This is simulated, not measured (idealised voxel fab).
The document below concerns the process module designated voxel transistor to metal.
It is cross-section cut that appears here, measuring 255 nm in width, its square cells being 5 nm in size.
Cross-section layout: square cells on a grid; listed as bands, top to bottom; a band spans one or more cell rows. Heads up on the band format: heights come first, top then bottom, in nm. After that it's the materials left to right, each with its width in nm. A single material flagged "full width" fills the whole band edge to edge, and "empty" means there's empty space there. Heads up on the height convention: 0 is the point under which the incoming wafer is all one material, and the lowest band has no bottom, it just keeps going down, like "0 -> down". Per-row width for "30..40": begins at first number (top row of band), ends at second number (bottom row), increment between rows held constant. "all unchanged" (step): cross-section cells unchanged, all of them. In "Unvented internal voids" the enclosed voids are listed, meaning empty spaces of 8 cells or larger without any opening to the top. The form is width x height at distance, distance from the left edge, units nm. What comes after the settings on a step's line is commentary from the simulator itself on that step. overlay nm: for a step with a mask, the amount by which the mask lay right of where it was planned; a negative amount means left of it.
Here's what the planned process steps look like:
1) RECEIVE, material Si
2) CONFORMAL_DEP, material SiO2, thk nm 5
3) CONFORMAL_DEP, material SiN, thk nm 15
4) MASKED_ETCH, tone cover, mask id ACTIVE, width nm 90, pitch nm 110, etch materials SiN, depth nm 15, overlay nm 0
5) MASKED_ETCH, tone cover, mask id ACTIVE, width nm 90, pitch nm 110, etch materials SiO2, depth nm 5, overlay nm 0
6) MASKED_ETCH, tone cover, mask id ACTIVE, width nm 90, pitch nm 110, etch materials Si, depth nm 25, overlay nm 0
7) OXIDIZE, depth nm 5
8) FILL_DEP, material SiO2, thk nm 10
9) CMP, height nm 20
10) SELECTIVE_ETCH, etch materials SiO2, depth nm 10
11) STRIP, etch materials SiN
12) SELECTIVE_ETCH, etch materials SiO2, depth nm 5
13) OXIDIZE, depth nm 5
14) DIRECTIONAL_DEP, material polySi, thk nm 25
15) DIRECTIONAL_DEP, material SiCN, thk nm 15
16) PATTERN, tone cover, mask id GATE, material resist, width nm 20, pitch nm 110, thk nm 20, overlay nm 0
17) DIRECTIONAL_ETCH, etch materials SiCN, depth nm 25
18) DIRECTIONAL_ETCH, etch materials polySi, depth nm 35
19) STRIP, etch materials resist
20) CONFORMAL_DEP, material SiN, thk nm 10
21) DIRECTIONAL_ETCH, etch materials SiN, depth nm 10
22) DIRECTIONAL_ETCH, etch materials SiO2, depth nm 5
23) DIRECTIONAL_ETCH, etch materials Si, depth nm 10
24) EPI, material nSi, thk nm 15
25) FILL_DEP, material SiO2, thk nm 5
26) CMP, height nm 40
27) DIRECTIONAL_DEP, material SiO2, thk nm 10
28) PATTERN, tone open, mask id CONTACT, material resist, width nm 25, pitch nm 55, thk nm 15, overlay nm 0
29) DIRECTIONAL_ETCH, etch materials SiO2, depth nm 50
30) STRIP, etch materials resist
31) CONFORMAL_DEP, material TiN, thk nm 5
32) FILL_DEP, material Ru, thk nm 5
33) CMP, height nm 50
34) DIRECTIONAL_DEP, material TiN, thk nm 5
35) DIRECTIONAL_DEP, material Ru, thk nm 15
36) MASKED_ETCH, tone cover, mask id METAL_1, width nm 15, etch materials Ru, depth nm 15, overlay nm 0
37) MASKED_ETCH, tone cover, mask id METAL_1, width nm 15, etch materials TiN, depth nm 5, overlay nm 0
38) CONFORMAL_DEP, material SiN, thk nm 5
39) FILL_DEP, material SiO2, thk nm 10
40) CMP, height nm 70
41) CONFORMAL_DEP, material SiCN, thk nm 5
42) DIRECTIONAL_DEP, material SiO2, thk nm 30
43) MASKED_ETCH, tone open, mask id METAL_2, width nm 15, pitch nm 110, etch materials SiO2, depth nm 15, overlay nm 0
44) DIRECTIONAL_DEP, material aC, thk nm 10
45) PATTERN, tone open, mask id METAL_2_HOLES, material resist, width nm 15, pitch nm 110, thk nm 30, overlay nm 0
46) DIRECTIONAL_ETCH, etch materials aC, depth nm 10
47) STRIP, etch materials resist
48) DIRECTIONAL_ETCH, etch materials SiO2, depth nm 15
49) DIRECTIONAL_ETCH, etch materials SiCN, depth nm 5
50) STRIP, etch materials aC
51) CONFORMAL_DEP, material TiN, thk nm 5
52) FILL_DEP, material Ru, thk nm 5
53) CMP, height nm 105
54) CONFORMAL_DEP, material SiN, thk nm 5
The first of two wafers, run as planned:
As-received wafer cross-section (after step 1):
* 0 -> down = Si full width
* Unvented internal voids: none
Upon completion of step 2, the wafer appears in cross-section as shown:
* 5 -> 0 = SiO2 full width
* below 0: unchanged
Upon completion of step 3, the wafer appears in cross-section as shown:
* 20 -> 5 = SiN full width
* below 5: unchanged
Upon completion of step 4, the wafer appears in cross-section as shown:
* 20 -> 5 = empty=25 | SiN=90 | empty=20 | SiN=90 | empty=30
* below 5: unchanged
Upon completion of step 5, the wafer appears in cross-section as shown:
* 20 -> 5 = empty=25 | SiN=90 | empty=20 | SiN=90 | empty=30
* 5 -> 0 = empty=25 | SiO2=90 | empty=20 | SiO2=90 | empty=30
* below 0: unchanged
Upon completion of step 6, the wafer appears in cross-section as shown:
* 20 -> 5 = empty=25 | SiN=90 | empty=20 | SiN=90 | empty=30
* 5 -> 0 = empty=25 | SiO2=90 | empty=20 | SiO2=90 | empty=30
* 0 -> -25 = empty=25 | Si=90 | empty=20 | Si=90 | empty=30
* below -25: unchanged
Upon completion of step 7, the wafer appears in cross-section as shown:
* 20 -> 5 = empty=25 | SiN=90 | empty=20 | SiN=90 | empty=30
* 5 -> 0 = empty=25 | SiO2=90 | empty=20 | SiO2=90 | empty=30
* 0 -> -25 = empty=25 | SiO2=5 | Si=80 | SiO2=5 | empty=20 | SiO2=5 | Si=80 | SiO2=5 | empty=30
* -25 -> -30 = SiO2=30 | Si=80 | SiO2=30 | Si=80 | SiO2=35
* below -30: unchanged
Upon completion of step 8, the wafer appears in cross-section as shown:
* 30 -> 20 = SiO2 full width
* 20 -> 5 = SiO2=25 | SiN=90 | SiO2=20 | SiN=90 | SiO2=30
* 5 -> 0 = SiO2 full width
* 0 -> -30 = SiO2=30 | Si=80 | SiO2=30 | Si=80 | SiO2=35
* below -30: unchanged
Upon completion of step 9, the wafer appears in cross-section as shown:
* 20 -> 5 = SiO2=25 | SiN=90 | SiO2=20 | SiN=90 | SiO2=30
* below 5: unchanged
Upon completion of step 10, the wafer appears in cross-section as shown:
* 20 -> 10 = empty=25 | SiN=90 | empty=20 | SiN=90 | empty=30
* below 10: unchanged
Upon completion of step 11, the wafer appears in cross-section as shown:
* 10 -> 5 = SiO2=25 | empty=90 | SiO2=20 | empty=90 | SiO2=30
* below 5: unchanged
Upon completion of step 12, the wafer appears in cross-section as shown:
* 5 -> 0 = SiO2=20 | empty=100 | SiO2=10 | empty=100 | SiO2=25
* below 0: unchanged
Upon completion of step 13, the wafer appears in cross-section as shown:
* 5 -> 0 = SiO2=20 | empty=100 | SiO2=10 | empty=100 | SiO2=25
* 0 -> -5 = SiO2 full width
* below -5: unchanged
Upon completion of step 14, the wafer appears in cross-section as shown:
* 30 -> 25 = polySi=20 | empty=100 | polySi=10 | empty=100 | polySi=25
* 25 -> 5 = polySi full width
* 5 -> 0 = SiO2=20 | polySi=100 | SiO2=10 | polySi=100 | SiO2=25
* below 0: unchanged
Upon completion of step 15, the wafer appears in cross-section as shown:
* 45 -> 40 = SiCN=20 | empty=100 | SiCN=10 | empty=100 | SiCN=25
* 40 -> 30 = SiCN full width
* 30 -> 25 = polySi=20 | SiCN=100 | polySi=10 | SiCN=100 | polySi=25
* below 25: unchanged
Upon completion of step 16, the wafer appears in cross-section as shown:
* 65 -> 45 = empty=60 | resist=20 | empty=90 | resist=20 | empty=65
* 45 -> 40 = SiCN=20 | empty=40 | resist=20 | empty=40 | SiCN=10 | empty=40 | resist=20 | empty=40 | SiCN=25
* below 40: unchanged
Upon completion of step 17, the wafer appears in cross-section as shown:
* 65 -> 40 = empty=60 | resist=20 | empty=90 | resist=20 | empty=65
* 40 -> 30 = empty=60 | SiCN=20 | empty=90 | SiCN=20 | empty=65
* 30 -> 25 = polySi=20 | empty=40 | SiCN=20 | empty=40 | polySi=10 | empty=40 | SiCN=20 | empty=40 | polySi=25
* below 25: unchanged
Upon completion of step 18, the wafer appears in cross-section as shown:
* 65 -> 40 = empty=60 | resist=20 | empty=90 | resist=20 | empty=65
* 40 -> 25 = empty=60 | SiCN=20 | empty=90 | SiCN=20 | empty=65
* 25 -> 5 = empty=60 | polySi=20 | empty=90 | polySi=20 | empty=65
* 5 -> 0 = SiO2=20 | empty=40 | polySi=20 | empty=40 | SiO2=10 | empty=40 | polySi=20 | empty=40 | SiO2=25
* below 0: unchanged
Upon completion of step 19, the wafer appears in cross-section as shown:
* 40 -> 25 = empty=60 | SiCN=20 | empty=90 | SiCN=20 | empty=65
* below 25: unchanged
Upon completion of step 20, the wafer appears in cross-section as shown:
* 50 -> 40 = empty=50 | SiN=40 | empty=70 | SiN=40 | empty=55
* 40 -> 25 = empty=50 | SiN=10 | SiCN=20 | SiN=10 | empty=70 | SiN=10 | SiCN=20 | SiN=10 | empty=55
* 25 -> 15 = empty=50 | SiN=10 | polySi=20 | SiN=10 | empty=70 | SiN=10 | polySi=20 | SiN=10 | empty=55
* 15 -> 10 = SiN=30 | empty=20 | SiN=10 | polySi=20 | SiN=10 | empty=20 | SiN=30 | empty=20 | SiN=10 | polySi=20 | SiN=10 | empty=20 | SiN=35
* 10 -> 5 = SiN=60 | polySi=20 | SiN=90 | polySi=20 | SiN=65
* 5 -> 0 = SiO2=20 | SiN=40 | polySi=20 | SiN=40 | SiO2=10 | SiN=40 | polySi=20 | SiN=40 | SiO2=25
* below 0: unchanged
Upon completion of step 21, the wafer appears in cross-section as shown:
* 40 -> 25 = empty=50 | SiN=10 | SiCN=20 | SiN=10 | empty=70 | SiN=10 | SiCN=20 | SiN=10 | empty=55
* 25 -> 5 = empty=50 | SiN=10 | polySi=20 | SiN=10 | empty=70 | SiN=10 | polySi=20 | SiN=10 | empty=55
* 5 -> 0 = SiO2=20 | SiN=10 | empty=20 | SiN=10 | polySi=20 | SiN=10 | empty=20 | SiN=10 | SiO2=10 | SiN=10 | empty=20 | SiN=10 | polySi=20 | SiN=10 | empty=20 | SiN=10 | SiO2=25
* below 0: unchanged
Upon completion of step 22, the wafer appears in cross-section as shown:
* 40 -> 25 = empty=50 | SiN=10 | SiCN=20 | SiN=10 | empty=70 | SiN=10 | SiCN=20 | SiN=10 | empty=55
* 25 -> 5 = empty=50 | SiN=10 | polySi=20 | SiN=10 | empty=70 | SiN=10 | polySi=20 | SiN=10 | empty=55
* 5 -> 0 = empty=20 | SiN=10 | empty=20 | SiN=10 | polySi=20 | SiN=10 | empty=20 | SiN=10 | empty=10 | SiN=10 | empty=20 | SiN=10 | polySi=20 | SiN=10 | empty=20 | SiN=10 | empty=25
* 0 -> -5 = SiO2=30 | empty=20 | SiO2=40 | empty=20 | SiO2=30 | empty=20 | SiO2=40 | empty=20 | SiO2=35
* below -5: unchanged
Upon completion of step 23, the wafer appears in cross-section as shown:
* 40 -> 25 = empty=50 | SiN=10 | SiCN=20 | SiN=10 | empty=70 | SiN=10 | SiCN=20 | SiN=10 | empty=55
* 25 -> 5 = empty=50 | SiN=10 | polySi=20 | SiN=10 | empty=70 | SiN=10 | polySi=20 | SiN=10 | empty=55
* 5 -> 0 = empty=20 | SiN=10 | empty=20 | SiN=10 | polySi=20 | SiN=10 | empty=20 | SiN=10 | empty=10 | SiN=10 | empty=20 | SiN=10 | polySi=20 | SiN=10 | empty=20 | SiN=10 | empty=25
* 0 -> -5 = SiO2=30 | empty=20 | SiO2=40 | empty=20 | SiO2=30 | empty=20 | SiO2=40 | empty=20 | SiO2=35
* -5 -> -15 = SiO2=30 | empty=20 | Si=40 | empty=20 | SiO2=30 | empty=20 | Si=40 | empty=20 | SiO2=35
* below -15: unchanged
Upon completion of step 24, the wafer appears in cross-section as shown:
* 40 -> 25 = empty=50 | SiN=10 | SiCN=20 | SiN=10 | empty=70 | SiN=10 | SiCN=20 | SiN=10 | empty=55
* 25 -> 10 = empty=50 | SiN=10 | polySi=20 | SiN=10 | empty=70 | SiN=10 | polySi=20 | SiN=10 | empty=55
* 10 -> 5 = empty=35 | nSi=15 | SiN=10 | polySi=20 | SiN=10 | nSi=15 | empty=40 | nSi=15 | SiN=10 | polySi=20 | SiN=10 | nSi=15 | empty=40
* 5 -> 0 = empty=20 | SiN=10 | empty=5 | nSi=15 | SiN=10 | polySi=20 | SiN=10 | nSi=15 | empty=5 | SiN=10 | empty=10 | SiN=10 | empty=5 | nSi=15 | SiN=10 | polySi=20 | SiN=10 | nSi=15 | empty=5 | SiN=10 | empty=25
* 0 -> -5 = SiO2=30 | nSi=20 | SiO2=40 | nSi=20 | SiO2=30 | nSi=20 | SiO2=40 | nSi=20 | SiO2=35
* -5 -> -15 = SiO2=30 | nSi=20 | Si=40 | nSi=20 | SiO2=30 | nSi=20 | Si=40 | nSi=20 | SiO2=35
* below -15: unchanged
Upon completion of step 25, the wafer appears in cross-section as shown:
* 45 -> 40 = SiO2 full width
* 40 -> 25 = SiO2=50 | SiN=10 | SiCN=20 | SiN=10 | SiO2=70 | SiN=10 | SiCN=20 | SiN=10 | SiO2=55
* 25 -> 10 = SiO2=50 | SiN=10 | polySi=20 | SiN=10 | SiO2=70 | SiN=10 | polySi=20 | SiN=10 | SiO2=55
* 10 -> 5 = SiO2=35 | nSi=15 | SiN=10 | polySi=20 | SiN=10 | nSi=15 | SiO2=40 | nSi=15 | SiN=10 | polySi=20 | SiN=10 | nSi=15 | SiO2=40
* 5 -> 0 = SiO2=20 | SiN=10 | SiO2=5 | nSi=15 | SiN=10 | polySi=20 | SiN=10 | nSi=15 | SiO2=5 | SiN=10 | SiO2=10 | SiN=10 | SiO2=5 | nSi=15 | SiN=10 | polySi=20 | SiN=10 | nSi=15 | SiO2=5 | SiN=10 | SiO2=25
* below 0: unchanged
Upon completion of step 26, the wafer appears in cross-section as shown:
* 40 -> 25 = SiO2=50 | SiN=10 | SiCN=20 | SiN=10 | SiO2=70 | SiN=10 | SiCN=20 | SiN=10 | SiO2=55
* below 25: unchanged
Upon completion of step 27, the wafer appears in cross-section as shown:
* 50 -> 40 = SiO2 full width
* below 40: unchanged
Upon completion of step 28, the wafer appears in cross-section as shown:
* 65 -> 50 = resist=30 | empty=25 | resist=30 | empty=25 | resist=30 | empty=25 | resist=30 | empty=25 | resist=35
* below 50: unchanged
Upon completion of step 29, the wafer appears in cross-section as shown:
* 65 -> 50 = resist=30 | empty=25 | resist=30 | empty=25 | resist=30 | empty=25 | resist=30 | empty=25 | resist=35
* 50 -> 40 = SiO2=30 | empty=25 | SiO2=30 | empty=25 | SiO2=30 | empty=25 | SiO2=30 | empty=25 | SiO2=35
* 40 -> 25 = SiO2=30 | empty=20 | SiN=10 | SiCN=20 | SiN=10 | empty=20 | SiO2=30 | empty=20 | SiN=10 | SiCN=20 | SiN=10 | empty=20 | SiO2=35
* 25 -> 10 = SiO2=30 | empty=20 | SiN=10 | polySi=20 | SiN=10 | empty=20 | SiO2=30 | empty=20 | SiN=10 | polySi=20 | SiN=10 | empty=20 | SiO2=35
* 10 -> 5 = SiO2=30 | empty=5 | nSi=15 | SiN=10 | polySi=20 | SiN=10 | nSi=15 | empty=5 | SiO2=30 | empty=5 | nSi=15 | SiN=10 | polySi=20 | SiN=10 | nSi=15 | empty=5 | SiO2=35
* 5 -> 0 = SiO2=20 | SiN=10 | empty=5 | nSi=15 | SiN=10 | polySi=20 | SiN=10 | nSi=15 | empty=5 | SiN=10 | SiO2=10 | SiN=10 | empty=5 | nSi=15 | SiN=10 | polySi=20 | SiN=10 | nSi=15 | empty=5 | SiN=10 | SiO2=25
* below 0: unchanged
Upon completion of step 30, the wafer appears in cross-section as shown:
* 50 -> 40 = SiO2=30 | empty=25 | SiO2=30 | empty=25 | SiO2=30 | empty=25 | SiO2=30 | empty=25 | SiO2=35
* below 40: unchanged
Upon completion of step 31, the wafer appears in cross-section as shown:
* 55 -> 50 = TiN=35 | empty=15 | TiN=40 | empty=15 | TiN=40 | empty=15 | TiN=40 | empty=15 | TiN=40
* 50 -> 40 = SiO2=30 | TiN=5 | empty=15..10 | TiN=5..10 | SiO2=30 | TiN=5..10 | empty=15..10 | TiN=5 | SiO2=30 | TiN=5 | empty=15..10 | TiN=5..10 | SiO2=30 | TiN=5..10 | empty=15..10 | TiN=5 | SiO2=35
* 40 -> 25 = SiO2=30 | TiN=5 | empty=10 | TiN=5 | SiN=10 | SiCN=20 | SiN=10 | TiN=5 | empty=10 | TiN=5 | SiO2=30 | TiN=5 | empty=10 | TiN=5 | SiN=10 | SiCN=20 | SiN=10 | TiN=5 | empty=10 | TiN=5 | SiO2=35
* 25 -> 15 = SiO2=30 | TiN=5 | empty=10 | TiN=5 | SiN=10 | polySi=20 | SiN=10 | TiN=5 | empty=10 | TiN=5 | SiO2=30 | TiN=5 | empty=10 | TiN=5 | SiN=10 | polySi=20 | SiN=10 | TiN=5 | empty=10 | TiN=5 | SiO2=35
* 15 -> 10 = SiO2=30 | TiN=20 | SiN=10 | polySi=20 | SiN=10 | TiN=20 | SiO2=30 | TiN=20 | SiN=10 | polySi=20 | SiN=10 | TiN=20 | SiO2=35
* 10 -> 5 = SiO2=30 | TiN=5 | nSi=15 | SiN=10 | polySi=20 | SiN=10 | nSi=15 | TiN=5 | SiO2=30 | TiN=5 | nSi=15 | SiN=10 | polySi=20 | SiN=10 | nSi=15 | TiN=5 | SiO2=35
* 5 -> 0 = SiO2=20 | SiN=10 | TiN=5 | nSi=15 | SiN=10 | polySi=20 | SiN=10 | nSi=15 | TiN=5 | SiN=10 | SiO2=10 | SiN=10 | TiN=5 | nSi=15 | SiN=10 | polySi=20 | SiN=10 | nSi=15 | TiN=5 | SiN=10 | SiO2=25
* below 0: unchanged
Upon completion of step 32, the wafer appears in cross-section as shown:
* 60 -> 55 = Ru full width
* 55 -> 50 = TiN=35 | Ru=15 | TiN=40 | Ru=15 | TiN=40 | Ru=15 | TiN=40 | Ru=15 | TiN=40
* 50 -> 40 = SiO2=30 | TiN=5 | Ru=15..10 | TiN=5..10 | SiO2=30 | TiN=5..10 | Ru=15..10 | TiN=5 | SiO2=30 | TiN=5 | Ru=15..10 | TiN=5..10 | SiO2=30 | TiN=5..10 | Ru=15..10 | TiN=5 | SiO2=35
* 40 -> 25 = SiO2=30 | TiN=5 | Ru=10 | TiN=5 | SiN=10 | SiCN=20 | SiN=10 | TiN=5 | Ru=10 | TiN=5 | SiO2=30 | TiN=5 | Ru=10 | TiN=5 | SiN=10 | SiCN=20 | SiN=10 | TiN=5 | Ru=10 | TiN=5 | SiO2=35
* 25 -> 15 = SiO2=30 | TiN=5 | Ru=10 | TiN=5 | SiN=10 | polySi=20 | SiN=10 | TiN=5 | Ru=10 | TiN=5 | SiO2=30 | TiN=5 | Ru=10 | TiN=5 | SiN=10 | polySi=20 | SiN=10 | TiN=5 | Ru=10 | TiN=5 | SiO2=35
* below 15: unchanged
Upon completion of step 33, the wafer appears in cross-section as shown:
* 50 -> 40 = SiO2=30 | TiN=5 | Ru=15..10 | TiN=5..10 | SiO2=30 | TiN=5..10 | Ru=15..10 | TiN=5 | SiO2=30 | TiN=5 | Ru=15..10 | TiN=5..10 | SiO2=30 | TiN=5..10 | Ru=15..10 | TiN=5 | SiO2=35
* below 40: unchanged
Upon completion of step 34, the wafer appears in cross-section as shown:
* 55 -> 50 = TiN full width
* below 50: unchanged
Upon completion of step 35, the wafer appears in cross-section as shown:
* 70 -> 55 = Ru full width
* below 55: unchanged
Upon completion of step 36, the wafer appears in cross-section as shown:
* 70 -> 55 = empty=30 | Ru=15 | empty=50 | Ru=15 | empty=30 | Ru=15 | empty=50 | Ru=15 | empty=35
* below 55: unchanged
Upon completion of step 37, the wafer appears in cross-section as shown:
* 70 -> 55 = empty=30 | Ru=15 | empty=50 | Ru=15 | empty=30 | Ru=15 | empty=50 | Ru=15 | empty=35
* 55 -> 50 = empty=30 | TiN=15 | empty=50 | TiN=15 | empty=30 | TiN=15 | empty=50 | TiN=15 | empty=35
* below 50: unchanged
Upon completion of step 38, the wafer appears in cross-section as shown:
* 75 -> 70 = empty=25 | SiN=25 | empty=40 | SiN=25 | empty=20 | SiN=25 | empty=40 | SiN=25 | empty=30
* 70 -> 55 = empty=25 | SiN=5 | Ru=15 | SiN=5 | empty=40 | SiN=5 | Ru=15 | SiN=5 | empty=20 | SiN=5 | Ru=15 | SiN=5 | empty=40 | SiN=5 | Ru=15 | SiN=5 | empty=30
* 55 -> 50 = SiN=30 | TiN=15 | SiN=50 | TiN=15 | SiN=30 | TiN=15 | SiN=50 | TiN=15 | SiN=35
* below 50: unchanged
Upon completion of step 39, the wafer appears in cross-section as shown:
* 85 -> 75 = SiO2 full width
* 75 -> 70 = SiO2=25 | SiN=25 | SiO2=40 | SiN=25 | SiO2=20 | SiN=25 | SiO2=40 | SiN=25 | SiO2=30
* 70 -> 55 = SiO2=25 | SiN=5 | Ru=15 | SiN=5 | SiO2=40 | SiN=5 | Ru=15 | SiN=5 | SiO2=20 | SiN=5 | Ru=15 | SiN=5 | SiO2=40 | SiN=5 | Ru=15 | SiN=5 | SiO2=30
* below 55: unchanged
Upon completion of step 40, the wafer appears in cross-section as shown:
* 70 -> 55 = SiO2=25 | SiN=5 | Ru=15 | SiN=5 | SiO2=40 | SiN=5 | Ru=15 | SiN=5 | SiO2=20 | SiN=5 | Ru=15 | SiN=5 | SiO2=40 | SiN=5 | Ru=15 | SiN=5 | SiO2=30
* below 55: unchanged
Upon completion of step 41, the wafer appears in cross-section as shown:
* 75 -> 70 = SiCN full width
* below 70: unchanged
Upon completion of step 42, the wafer appears in cross-section as shown:
* 105 -> 75 = SiO2 full width
* below 75: unchanged
Upon completion of step 43, the wafer appears in cross-section as shown:
* 105 -> 90 = SiO2=30 | empty=15 | SiO2=95 | empty=15 | SiO2=100
* below 90: unchanged
Upon completion of step 44, the wafer appears in cross-section as shown:
* 115 -> 105 = aC=30 | empty=15 | aC=95 | empty=15 | aC=100
* 105 -> 100 = SiO2=30 | empty=15 | SiO2=95 | empty=15 | SiO2=100
* 100 -> 90 = SiO2=30 | aC=15 | SiO2=95 | aC=15 | SiO2=100
* below 90: unchanged
Upon completion of step 45, the wafer appears in cross-section as shown:
* 145 -> 115 = resist=30 | empty=15 | resist=95 | empty=15 | resist=100
* below 115: unchanged
Upon completion of step 46, the wafer appears in cross-section as shown:
* 135 -> 115 = resist=30 | empty=15 | resist=95 | empty=15 | resist=100
* 115 -> 105 = aC=30 | empty=15 | aC=95 | empty=15 | aC=100
* 105 -> 90 = SiO2=30 | empty=15 | SiO2=95 | empty=15 | SiO2=100
* below 90: unchanged
Upon completion of step 47, the wafer appears in cross-section as shown:
* 115 -> 105 = aC=30 | empty=15 | aC=95 | empty=15 | aC=100
* below 105: unchanged
Upon completion of step 48, the wafer appears in cross-section as shown:
* 115 -> 105 = aC=30 | empty=15 | aC=95 | empty=15 | aC=100
* 105 -> 75 = SiO2=30 | empty=15 | SiO2=95 | empty=15 | SiO2=100
* below 75: unchanged
Upon completion of step 49, the wafer appears in cross-section as shown:
* 115 -> 105 = aC=30 | empty=15 | aC=95 | empty=15 | aC=100
* 105 -> 75 = SiO2=30 | empty=15 | SiO2=95 | empty=15 | SiO2=100
* 75 -> 70 = SiCN=30 | empty=15 | SiCN=95 | empty=15 | SiCN=100
* below 70: unchanged
Upon completion of step 50, the wafer appears in cross-section as shown:
* 105 -> 75 = SiO2=30 | empty=15 | SiO2=95 | empty=15 | SiO2=100
* below 75: unchanged
Upon completion of step 51, the wafer appears in cross-section as shown:
* 110 -> 105 = TiN=35 | empty=5 | TiN=105 | empty=5 | TiN=105
* 105 -> 75 = SiO2=30 | TiN=5 | empty=5 | TiN=5 | SiO2=95 | TiN=5 | empty=5 | TiN=5 | SiO2=100
* 75 -> 70 = SiCN=30 | TiN=15 | SiCN=95 | TiN=15 | SiCN=100
* below 70: unchanged
Upon completion of step 52, the wafer appears in cross-section as shown:
* 115 -> 110 = Ru full width
* 110 -> 105 = TiN=35 | Ru=5 | TiN=105 | Ru=5 | TiN=105
* 105 -> 75 = SiO2=30 | TiN=5 | Ru=5 | TiN=5 | SiO2=95 | TiN=5 | Ru=5 | TiN=5 | SiO2=100
* below 75: unchanged
Upon completion of step 53, the wafer appears in cross-section as shown:
* 105 -> 75 = SiO2=30 | TiN=5 | Ru=5 | TiN=5 | SiO2=95 | TiN=5 | Ru=5 | TiN=5 | SiO2=100
* below 75: unchanged
Upon completion of step 54, the wafer appears in cross-section as shown:
* 110 -> 105 = SiN full width
* below 105: unchanged
What follows concerns the second wafer, which started out like the first and was meant to follow the very same plan; one mistake crept in when it was run, but everything up to and including step 41 is the same as for the first wafer:
Look at the second wafer in cross-section at the time step 42 ought to have finished:
* 135 -> 75 = SiO2 full width
* below 75: unchanged
Look at the second wafer in cross-section at the time step 43 ought to have finished:
* 135 -> 120 = SiO2=30 | empty=15 | SiO2=95 | empty=15 | SiO2=100
* below 120: unchanged
Look at the second wafer in cross-section at the time step 44 ought to have finished:
* 145 -> 135 = aC=30 | empty=15 | aC=95 | empty=15 | aC=100
* 135 -> 130 = SiO2=30 | empty=15 | SiO2=95 | empty=15 | SiO2=100
* 130 -> 120 = SiO2=30 | aC=15 | SiO2=95 | aC=15 | SiO2=100
* below 120: unchanged
Look at the second wafer in cross-section at the time step 45 ought to have finished:
* 175 -> 145 = resist=30 | empty=15 | resist=95 | empty=15 | resist=100
* below 145: unchanged
Look at the second wafer in cross-section at the time step 46 ought to have finished:
* 165 -> 145 = resist=30 | empty=15 | resist=95 | empty=15 | resist=100
* 145 -> 135 = aC=30 | empty=15 | aC=95 | empty=15 | aC=100
* 135 -> 120 = SiO2=30 | empty=15 | SiO2=95 | empty=15 | SiO2=100
* below 120: unchanged
Look at the second wafer in cross-section at the time step 47 ought to have finished:
* 145 -> 135 = aC=30 | empty=15 | aC=95 | empty=15 | aC=100
* below 135: unchanged
Look at the second wafer in cross-section at the time step 48 ought to have finished:
* 145 -> 135 = aC=30 | empty=15 | aC=95 | empty=15 | aC=100
* 135 -> 105 = SiO2=30 | empty=15 | SiO2=95 | empty=15 | SiO2=100
* below 105: unchanged
Look at the second wafer in cross-section at the time step 49 ought to have finished: all unchanged
Look at the second wafer in cross-section at the time step 50 ought to have finished:
* 135 -> 105 = SiO2=30 | empty=15 | SiO2=95 | empty=15 | SiO2=100
* below 105: unchanged
Look at the second wafer in cross-section at the time step 51 ought to have finished:
* 140 -> 135 = TiN=35 | empty=5 | TiN=105 | empty=5 | TiN=105
* 135 -> 110 = SiO2=30 | TiN=5 | empty=5 | TiN=5 | SiO2=95 | TiN=5 | empty=5 | TiN=5 | SiO2=100
* 110 -> 105 = SiO2=30 | TiN=15 | SiO2=95 | TiN=15 | SiO2=100
* below 105: unchanged
Look at the second wafer in cross-section at the time step 52 ought to have finished:
* 145 -> 140 = Ru full width
* 140 -> 135 = TiN=35 | Ru=5 | TiN=105 | Ru=5 | TiN=105
* 135 -> 110 = SiO2=30 | TiN=5 | Ru=5 | TiN=5 | SiO2=95 | TiN=5 | Ru=5 | TiN=5 | SiO2=100
* below 110: unchanged
Look at the second wafer in cross-section at the time step 53 ought to have finished:
* 105 -> 75 = SiO2 full width
* below 75: unchanged
Look at the second wafer in cross-section at the time step 54 ought to have finished:
* 110 -> 105 = SiN full width
* below 105: unchanged
Nonconformance to the process plan: heads up, step 42 of the plan got done twice
The closing comparison, in cells, has the second wafer with more or fewer of some materials than the first: Ru: 12 fewer; SiCN: 6 more; SiO2: 36 more; TiN: 30 fewer
